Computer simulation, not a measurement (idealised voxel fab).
A process module follows: voxel self aligned vias.
Section shown: cut. Width: 265 nm. Cell size: 5 nm, square.
Bands, listed from the top down, are how a cross-section gets written in this document; the cross-section itself is a grid of square cells, and a band is one or more rows of them. This entry defines a band. It first specifies the height of the band's top and the height of its bottom in nm, and then specifies the band's materials from left to right, stating each material with its width in nm. The word "everywhere" identifies a single material that fills the band from edge to edge, while the word "blank" identifies empty space. Where do heights start? At 0: under that level the wafer as delivered is made of one material only. And the lowest band has no floor; it just carries on downward, as in "0 nm and below". Read "30->40" as a graded width: first number on top, second number at the bottom, same change between each pair of neighbouring rows. Given "same as before" for a step, no cell of the cross-section differs between before and after that step. You'll see "Sealed void listing" listing empty spaces that have no way open to the top, as long as they're 8 cells or more; the notation is width x height at distance, where the distance is from the left edge, and all of it is in nm. Heads up: the bit after the settings on a step's line is the simulator's remark on that step. The line of a step may include "overlay nm". On a step with a mask, this value is how far to the right of its planned place the mask lay. A negative value means the mask lay to the left.
List of planned process steps
1) RECEIVE with material Si
2) CONFORMAL_DEP with material SiO2, thk nm 15
3) CONFORMAL_DEP with material SiCN, thk nm 5
4) DIRECTIONAL_DEP with material lowk, thk nm 30
5) PATTERN with tone open, mask id LINES, material resist, width nm 20, pitch nm 65, thk nm 20, overlay nm 0
6) DIRECTIONAL_ETCH with etch materials lowk, depth nm 30
7) STRIP with etch materials resist
8) CONFORMAL_DEP with material TiN, thk nm 5
9) FILL_DEP with material W, thk nm 5
10) CMP with height nm 50
11) SELECTIVE_ETCH with etch materials W Ru TiN, depth nm 5
12) FILL_DEP with material SiN, thk nm 10
13) CMP with height nm 50
14) DIRECTIONAL_DEP with material lowk, thk nm 20
15) DIRECTIONAL_DEP with material aC, thk nm 10
16) PATTERN with tone open, mask id VIAS, material resist, width nm 40, pitch nm 65, thk nm 30, overlay nm 0
17) DIRECTIONAL_ETCH with etch materials aC, depth nm 10
18) STRIP with etch materials resist
19) DIRECTIONAL_ETCH with etch materials lowk, depth nm 20
20) DIRECTIONAL_ETCH with etch materials SiN, depth nm 5
21) STRIP with etch materials aC
22) CONFORMAL_DEP with material TiN, thk nm 5
23) FILL_DEP with material W, thk nm 5
24) CMP with height nm 70
25) CONFORMAL_DEP with material SiCN, thk nm 5
Wafer as received: cross-section following step 1
* 0 nm and below  Si everywhere
* Sealed void listing: none
Figure: cross-sectional view of the wafer upon completion of the module, processed from the initial state and according to the plan depicted above, with one error introduced during execution
* 75 nm to 70 nm  SiCN everywhere
* 70 nm to 55 nm  80 lowk, 5 TiN, 30 W, 5 TiN, 25 lowk, 5 TiN, 30 W, 5 TiN, 80 lowk
* 55 nm to 50 nm  80 lowk, 15 TiN, 10 W, 15 TiN, 25 lowk, 15 TiN, 10 W, 15 TiN, 80 lowk
* 50 nm to 45 nm  90 lowk, 20 TiN, 45 lowk, 20 TiN, 90 lowk
* 45 nm to 25 nm  90 lowk, 5 TiN, 10 W, 5 TiN, 45 lowk, 5 TiN, 10 W, 5 TiN, 90 lowk
* 25 nm to 20 nm  90 lowk, 20 TiN, 45 lowk, 20 TiN, 90 lowk
* 20 nm to 5 nm  SiO2 everywhere
* 5 nm to 0 nm  SiCN everywhere
* 0 nm and below  Si everywhere
* Sealed void listing: none
Short version of what went wrong: steps 2 and 3 got flipped, so each one ran where the other should have
